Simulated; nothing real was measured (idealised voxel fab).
The name of this process module is voxel capacitor over wiring.
For reference, the cross-section in this document is cut, with width 215 nm and square cells of 5 nm.
Cross-section = grid of square cells, listed top down in bands; band = one or more rows. This entry defines a band. It first specifies the height of the band's top and the height of its bottom in nm, and then specifies the band's materials from left to right, stating each material with its width in nm. The word "throughout" identifies a single material that fills the band from edge to edge, while the word "air" identifies empty space. Height is counted from the level 0, under which the received wafer is composed throughout of one material. The lowest of the bands is not closed at the bottom but continues downward, in the notation "top 0, no bottom". A width given as "30->40" starts at the first number in the band's top row and ends at the second number in its bottom row, shifting by an equal amount at every step from row to row. Given "no change" for a step, no cell of the cross-section differs between before and after that step. The list in "Sealed voids" covers empty spaces of 8 cells or more that cannot reach the top through any open way, and it gives each as width x height at distance; the distance is from the left edge, and width, height and distance are in nm. Text after the settings on a step's line: the simulator's own remark on that step. The "overlay nm" setting may appear on a step's line; for a step that uses a mask, it gives how far to the right of its planned position the mask lay, and a negative value indicates the left.
Steps planned for the process:
step 1: RECEIVE,material Si
step 2: CONFORMAL_DEP,material SiO2,thk nm 15
step 3: CONFORMAL_DEP,material SiN,thk nm 5
step 4: DIRECTIONAL_DEP,material lowk,thk nm 20
step 5: MASKED_ETCH,tone open,mask id METAL_1,width nm 25,pitch nm 95,etch materials lowk,depth nm 20,overlay nm 0
step 6: MASKED_ETCH,tone open,mask id METAL_1,width nm 25,pitch nm 95,etch materials SiN,depth nm 5,overlay nm 0
step 7: CONFORMAL_DEP,material TiN,thk nm 5
step 8: FILL_DEP,material W,thk nm 5
step 9: CMP,height nm 40
step 10: EPI,material Ru,thk nm 5
step 11: FILL_DEP,material SiCN,thk nm 5
step 12: DIRECTIONAL_DEP,material SiO2,thk nm 10
step 13: PATTERN,tone open,mask id PLUG_1,material resist,width nm 15,thk nm 15,overlay nm 0
step 14: DIRECTIONAL_ETCH,etch materials SiO2,depth nm 10
step 15: DIRECTIONAL_ETCH,etch materials SiCN,depth nm 5
step 16: STRIP,etch materials resist
step 17: CONFORMAL_DEP,material TiN,thk nm 5
step 18: FILL_DEP,material Ru,thk nm 5
step 19: CMP,height nm 60
step 20: DIRECTIONAL_DEP,material TiN,thk nm 10
step 21: DIRECTIONAL_DEP,material HfO2,thk nm 5
step 22: DIRECTIONAL_DEP,material TiN,thk nm 10
step 23: DIRECTIONAL_DEP,material aC,thk nm 10
step 24: PATTERN,tone cover,mask id UPPER_PLATE,material resist,width nm 75,thk nm 25,overlay nm 0
step 25: DIRECTIONAL_ETCH,etch materials aC,depth nm 10
step 26: STRIP,etch materials resist
step 27: DIRECTIONAL_ETCH,etch materials TiN,depth nm 10
step 28: DIRECTIONAL_ETCH,etch materials HfO2,depth nm 5
step 29: STRIP,etch materials aC
step 30: MASKED_ETCH,tone cover,mask id LOWER_PLATE,width nm 85,etch materials TiN,depth nm 10,overlay nm 0
step 31: FILL_DEP,material SiO2,thk nm 20
step 32: CMP,height nm 100
step 33: PATTERN,tone open,mask id PLUG_2,material resist,width nm 15,thk nm 20,overlay nm 0
step 34: DIRECTIONAL_ETCH,etch materials SiO2,depth nm 15
step 35: STRIP,etch materials resist
step 36: CONFORMAL_DEP,material TiN,thk nm 5
step 37: FILL_DEP,material Ru,thk nm 5
step 38: CMP,height nm 100
step 39: CONFORMAL_DEP,material SiN,thk nm 5
Cross-section of the incoming wafer, state after step 1:
> top 0, no bottom | Si throughout
> Sealed voids: none
Wafer at module end, in section. Began as above, planned as above, run with one mistake:
> top 105, bottom 100 | SiN throughout
> top 100, bottom 90 | 65 SiO2, then 5 TiN, then 5 Ru, then 5 TiN, then 135 SiO2
> top 90, bottom 85 | 65 SiO2, then 15 TiN, then 135 SiO2
> top 85, bottom 75 | 55 SiO2, then 75 TiN, then 85 SiO2
> top 75, bottom 70 | 55 SiO2, then 75 HfO2, then 85 SiO2
> top 70, bottom 60 | 50 SiO2, then 85 TiN, then 80 SiO2
> top 60, bottom 50 | 55 SiO2, then 5 TiN, then 5 SiO2, then 5 TiN, then 145 SiO2
> top 50, bottom 45 | 55 SiCN, then 15 TiN, then 145 SiCN
> top 45, bottom 40 | 40 SiCN, then 35 Ru, then 60 SiCN, then 35 Ru, then 45 SiCN
> top 40, bottom 20 | 45 lowk, then 5 TiN, then 15 W, then 5 TiN, then 70 lowk, then 5 TiN, then 15 W, then 5 TiN, then 50 lowk
> top 20, bottom 15 | 45 SiN, then 25 TiN, then 70 SiN, then 25 TiN, then 50 SiN
> top 15, bottom 0 | SiO2 throughout
> top 0, no bottom | Si throughout
> Sealed voids: none
It is concluded that the wafer was processed incorrectly with respect to the plan, in that step 18 off recipe, ran as FILL_DEP,material SiO2,thk nm 5
